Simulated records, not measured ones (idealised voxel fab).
Presented below is a process module, voxel lift off.
Cross-section cut spans 270 nm and uses square cells 5 nm in size.
The cross-sections in this document take the form of a grid made of square cells. They are written out as bands, in order from top to bottom. Each band consists of one or more rows of cells. Read a band's entry like this: the first values are the height of its top and the height of its bottom in nm, and what follows is the sequence of materials from left to right, each with its width in nm. Note that "air" is empty space, and that a single material marked "throughout" reaches across the band from edge to edge. Convention: height 0 is the level below which the wafer, as received, is all one material. The lowest band does not terminate at the bottom but continues downward, represented as "0 nm and below". With a width like "30->40", each row of cells in the band differs from the next by the same amount, the top row carrying the first number and the bottom row the second. What does "no alteration" mean for a step? It means no cell of the cross-section changed in that step. You'll see "Catalogued sealed voids" listing empty spaces that have no way open to the top, as long as they're 8 cells or more; the notation is width x height at distance, where the distance is from the left edge, and all of it is in nm. Anything after a step's settings on that line? It's the simulator's own note about the step. Regarding "overlay nm": on a step with a mask, it is the distance the mask lay to the right of its planned place; a negative value places it to the left. Read each pair as before and after one process step. The after cross-section shows only down to the lowest band that changed. The step between them and its settings are given below the pair. Pairs can come from different runs of this module on the same starting wafer. A pair continues from the pair above only where its "Pre-step" entry says so.

Pre-step
- 0 nm and below = Si throughout
- Catalogued sealed voids: none

Cut View, Post-Step
- 5 nm to 0 nm = SiN throughout
- Rest of section, below 0: as before.
- Catalogued sealed voids: none
Step lying between the two cross-sections just above: op CONFORMAL_DEP | material SiN | thk nm 5

Pre-step: check the pair just above; its after cross-section is our before state.

Cut View, Post-Step
- 25 nm to 5 nm = 60 resist, then 15 air, then 30 resist, then 15 air, then 30 resist, then 15 air, then 30 resist, then 15 air, then 60 resist
- Rest of section, below 5: as before.
- Catalogued sealed voids: none
Step lying between the two cross-sections just above: op PATTERN | tone open | mask id LINES | material resist | width nm 15 | pitch nm 45 | thk nm 20 | overlay nm 0

Pre-step: check the pair just above; its after cross-section is our before state.

Cut View, Post-Step
- 35 nm to 25 nm = 60 Ru, then 15 air, then 30 Ru, then 15 air, then 30 Ru, then 15 air, then 30 Ru, then 15 air, then 60 Ru
- 25 nm to 15 nm = 60 resist, then 15 air, then 30 resist, then 15 air, then 30 resist, then 15 air, then 30 resist, then 15 air, then 60 resist
- 15 nm to 5 nm = 60 resist, then 15 Ru, then 30 resist, then 15 Ru, then 30 resist, then 15 Ru, then 30 resist, then 15 Ru, then 60 resist
- Rest of section, below 5: as before.
- Catalogued sealed voids: none
Step lying between the two cross-sections just above: op DIRECTIONAL_DEP | material Ru | thk nm 10

Pre-step: check the pair just above; its after cross-section is our before state.

Cut View, Post-Step
- 15 nm to 5 nm = 60 air, then 15 Ru, then 30 air, then 15 Ru, then 30 air, then 15 Ru, then 30 air, then 15 Ru, then 60 air
- Rest of section, below 5: as before.
- Catalogued sealed voids: none
Step lying between the two cross-sections just above: op STRIP | etch materials resist

Pre-step: check the pair just above; its after cross-section is our before state.

Cut View, Post-Step
- 25 nm to 15 nm = 50 air, then 35 SiCN, then 10 air, then 35 SiCN, then 10 air, then 35 SiCN, then 10 air, then 35 SiCN, then 50 air
- 15 nm to 5 nm = 60 SiCN, then 15 Ru, then 30 SiCN, then 15 Ru, then 30 SiCN, then 15 Ru, then 30 SiCN, then 15 Ru, then 60 SiCN
- Rest of section, below 5: as before.
- Catalogued sealed voids: none
Step lying between the two cross-sections just above: op CONFORMAL_DEP | material SiCN | thk nm 10

Pre-step
- 25 nm to 5 nm = 60 resist, then 15 air, then 30 resist, then 15 air, then 30 resist, then 15 air, then 30 resist, then 15 air, then 60 resist
- 5 nm to 0 nm = SiN throughout
- 0 nm and below = Si throughout
- Catalogued sealed voids: none

Cut View, Post-Step
- 40 nm to 25 nm = 60 Ru, then 15 air, then 30 Ru, then 15 air, then 30 Ru, then 15 air, then 30 Ru, then 15 air, then 60 Ru
- 25 nm to 20 nm = 60 resist, then 15 air, then 30 resist, then 15 air, then 30 resist, then 15 air, then 30 resist, then 15 air, then 60 resist
- 20 nm to 5 nm = 60 resist, then 15 Ru, then 30 resist, then 15 Ru, then 30 resist, then 15 Ru, then 30 resist, then 15 Ru, then 60 resist
- Rest of section, below 5: as before.
- Catalogued sealed voids: none
Step lying between the two cross-sections just above: op DIRECTIONAL_DEP | material Ru | thk nm 15

Pre-step: check the pair just above; its after cross-section is our before state.

Cut View, Post-Step
- 20 nm to 5 nm = 60 air, then 15 Ru, then 30 air, then 15 Ru, then 30 air, then 15 Ru, then 30 air, then 15 Ru, then 60 air
- Rest of section, below 5: as before.
- Catalogued sealed voids: none
Step lying between the two cross-sections just above: op STRIP | etch materials resist

Pre-step: check the pair just above; its after cross-section is our before state.

Cut View, Post-Step
- 30 nm to 20 nm = 50 air, then 35 SiCN, then 10 air, then 35 SiCN, then 10 air, then 35 SiCN, then 10 air, then 35 SiCN, then 50 air
- 20 nm to 15 nm = 50 air, then 10 SiCN, then 15 Ru, then 10 SiCN, then 10 air, then 10 SiCN, then 15 Ru, then 10 SiCN, then 10 air, then 10 SiCN, then 15 Ru, then 10 SiCN, then 10 air, then 10 SiCN, then 15 Ru, then 10 SiCN, then 50 air
- 15 nm to 5 nm = 60 SiCN, then 15 Ru, then 30 SiCN, then 15 Ru, then 30 SiCN, then 15 Ru, then 30 SiCN, then 15 Ru, then 60 SiCN
- Rest of section, below 5: as before.
- Catalogued sealed voids: none
Step lying between the two cross-sections just above: op CONFORMAL_DEP | material SiCN | thk nm 10

Pre-step
- 5 nm to 0 nm = SiN throughout
- 0 nm and below = Si throughout
- Catalogued sealed voids: none

Cut View, Post-Step
- 25 nm to 5 nm = 60 resist, then 20 air, then 25 resist, then 20 air, then 25 resist, then 20 air, then 25 resist, then 20 air, then 55 resist
- Rest of section, below 5: as before.
- Catalogued sealed voids: none
Step lying between the two cross-sections just above: op PATTERN | tone open | mask id LINES | material resist | width nm 20 | pitch nm 45 | thk nm 20 | overlay nm 0

Pre-step: check the pair just above; its after cross-section is our before state.

Cut View, Post-Step
- 35 nm to 25 nm = 60 Ru, then 20 air, then 25 Ru, then 20 air, then 25 Ru, then 20 air, then 25 Ru, then 20 air, then 55 Ru
- 25 nm to 15 nm = 60 resist, then 20 air, then 25 resist, then 20 air, then 25 resist, then 20 air, then 25 resist, then 20 air, then 55 resist
- 15 nm to 5 nm = 60 resist, then 20 Ru, then 25 resist, then 20 Ru, then 25 resist, then 20 Ru, then 25 resist, then 20 Ru, then 55 resist
- Rest of section, below 5: as before.
- Catalogued sealed voids: none
Step lying between the two cross-sections just above: op DIRECTIONAL_DEP | material Ru | thk nm 10

Pre-step: check the pair just above; its after cross-section is our before state.

Cut View, Post-Step
- 15 nm to 5 nm = 60 air, then 20 Ru, then 25 air, then 20 Ru, then 25 air, then 20 Ru, then 25 air, then 20 Ru, then 55 air
- Rest of section, below 5: as before.
- Catalogued sealed voids: none
Step lying between the two cross-sections just above: op STRIP | etch materials resist

Pre-step: check the pair just above; its after cross-section is our before state.

Cut View, Post-Step
- 25 nm to 15 nm = 50 air, then 40 SiCN, then 5 air, then 40 SiCN, then 5 air, then 40 SiCN, then 5 air, then 40 SiCN, then 45 air
- 15 nm to 5 nm = 60 SiCN, then 20 Ru, then 25 SiCN, then 20 Ru, then 25 SiCN, then 20 Ru, then 25 SiCN, then 20 Ru, then 55 SiCN
- Rest of section, below 5: as before.
- Catalogued sealed voids: none
Step lying between the two cross-sections just above: op CONFORMAL_DEP | material SiCN | thk nm 10

Pre-step
- 5 nm to 0 nm = SiN throughout
- 0 nm and below = Si throughout
- Catalogued sealed voids: none

Cut View, Post-Step
- 25 nm to 5 nm = 70 resist, then 15 air, then 30 resist, then 15 air, then 30 resist, then 15 air, then 30 resist, then 15 air, then 50 resist
- Rest of section, below 5: as before.
- Catalogued sealed voids: none
Step lying between the two cross-sections just above: op PATTERN | tone open | mask id LINES | material resist | width nm 15 | pitch nm 45 | thk nm 20 | overlay nm 10

Pre-step: check the pair just above; its after cross-section is our before state.

Cut View, Post-Step
- 35 nm to 25 nm = 70 Ru, then 15 air, then 30 Ru, then 15 air, then 30 Ru, then 15 air, then 30 Ru, then 15 air, then 50 Ru
- 25 nm to 15 nm = 70 resist, then 15 air, then 30 resist, then 15 air, then 30 resist, then 15 air, then 30 resist, then 15 air, then 50 resist
- 15 nm to 5 nm = 70 resist, then 15 Ru, then 30 resist, then 15 Ru, then 30 resist, then 15 Ru, then 30 resist, then 15 Ru, then 50 resist
- Rest of section, below 5: as before.
- Catalogued sealed voids: none
Step lying between the two cross-sections just above: op DIRECTIONAL_DEP | material Ru | thk nm 10

Pre-step: check the pair just above; its after cross-section is our before state.

Cut View, Post-Step
- 15 nm to 5 nm = 70 air, then 15 Ru, then 30 air, then 15 Ru, then 30 air, then 15 Ru, then 30 air, then 15 Ru, then 50 air
- Rest of section, below 5: as before.
- Catalogued sealed voids: none
Step lying between the two cross-sections just above: op STRIP | etch materials resist

Pre-step: check the pair just above; its after cross-section is our before state.

Cut View, Post-Step
- 25 nm to 15 nm = 60 air, then 35 SiCN, then 10 air, then 35 SiCN, then 10 air, then 35 SiCN, then 10 air, then 35 SiCN, then 40 air
- 15 nm to 5 nm = 70 SiCN, then 15 Ru, then 30 SiCN, then 15 Ru, then 30 SiCN, then 15 Ru, then 30 SiCN, then 15 Ru, then 50 SiCN
- Rest of section, below 5: as before.
- Catalogued sealed voids: none
Step lying between the two cross-sections just above: op CONFORMAL_DEP | material SiCN | thk nm 10

Pre-step
- 15 nm to 5 nm = 60 air, then 15 Ru, then 30 air, then 15 Ru, then 30 air, then 15 Ru, then 30 air, then 15 Ru, then 60 air
- 5 nm to 0 nm = SiN throughout
- 0 nm and below = Si throughout
- Catalogued sealed voids: none

Cut View, Post-Step
- 25 nm to 15 nm = 50 air, then 35 Ru, then 10 air, then 35 Ru, then 10 air, then 35 Ru, then 10 air, then 35 Ru, then 50 air
- 15 nm to 5 nm = Ru throughout
- Rest of section, below 5: as before.
- Catalogued sealed voids: none
Step lying between the two cross-sections just above: op CONFORMAL_DEP | material Ru | thk nm 10

Pre-step
- 5 nm to 0 nm = SiN throughout
- 0 nm and below = Si throughout
- Catalogued sealed voids: none

Cut View, Post-Step
- 25 nm to 5 nm = 60 air, then 15 resist, then 30 air, then 15 resist, then 30 air, then 15 resist, then 30 air, then 15 resist, then 60 air
- Rest of section, below 5: as before.
- Catalogued sealed voids: none
Step lying between the two cross-sections just above: op PATTERN | tone cover | mask id LINES | material resist | width nm 15 | pitch nm 45 | thk nm 20 | overlay nm 0

Pre-step: check the pair just above; its after cross-section is our before state.

Cut View, Post-Step
- 35 nm to 25 nm = 60 air, then 15 Ru, then 30 air, then 15 Ru, then 30 air, then 15 Ru, then 30 air, then 15 Ru, then 60 air
- 25 nm to 15 nm = 60 air, then 15 resist, then 30 air, then 15 resist, then 30 air, then 15 resist, then 30 air, then 15 resist, then 60 air
- 15 nm to 5 nm = 60 Ru, then 15 resist, then 30 Ru, then 15 resist, then 30 Ru, then 15 resist, then 30 Ru, then 15 resist, then 60 Ru
- Rest of section, below 5: as before.
- Catalogued sealed voids: none
Step lying between the two cross-sections just above: op DIRECTIONAL_DEP | material Ru | thk nm 10

Pre-step: check the pair just above; its after cross-section is our before state.

Cut View, Post-Step
- 15 nm to 5 nm = 60 Ru, then 15 air, then 30 Ru, then 15 air, then 30 Ru, then 15 air, then 30 Ru, then 15 air, then 60 Ru
- Rest of section, below 5: as before.
- Catalogued sealed voids: none
Step lying between the two cross-sections just above: op STRIP | etch materials resist

Pre-step: check the pair just above; its after cross-section is our before state.

Cut View, Post-Step
- 25 nm to 15 nm = SiCN throughout
- 15 nm to 5 nm = 60 Ru, then 15 SiCN, then 30 Ru, then 15 SiCN, then 30 Ru, then 15 SiCN, then 30 Ru, then 15 SiCN, then 60 Ru
- Rest of section, below 5: as before.
- Catalogued sealed voids: none
Step lying between the two cross-sections just above: op CONFORMAL_DEP | material SiCN | thk nm 10
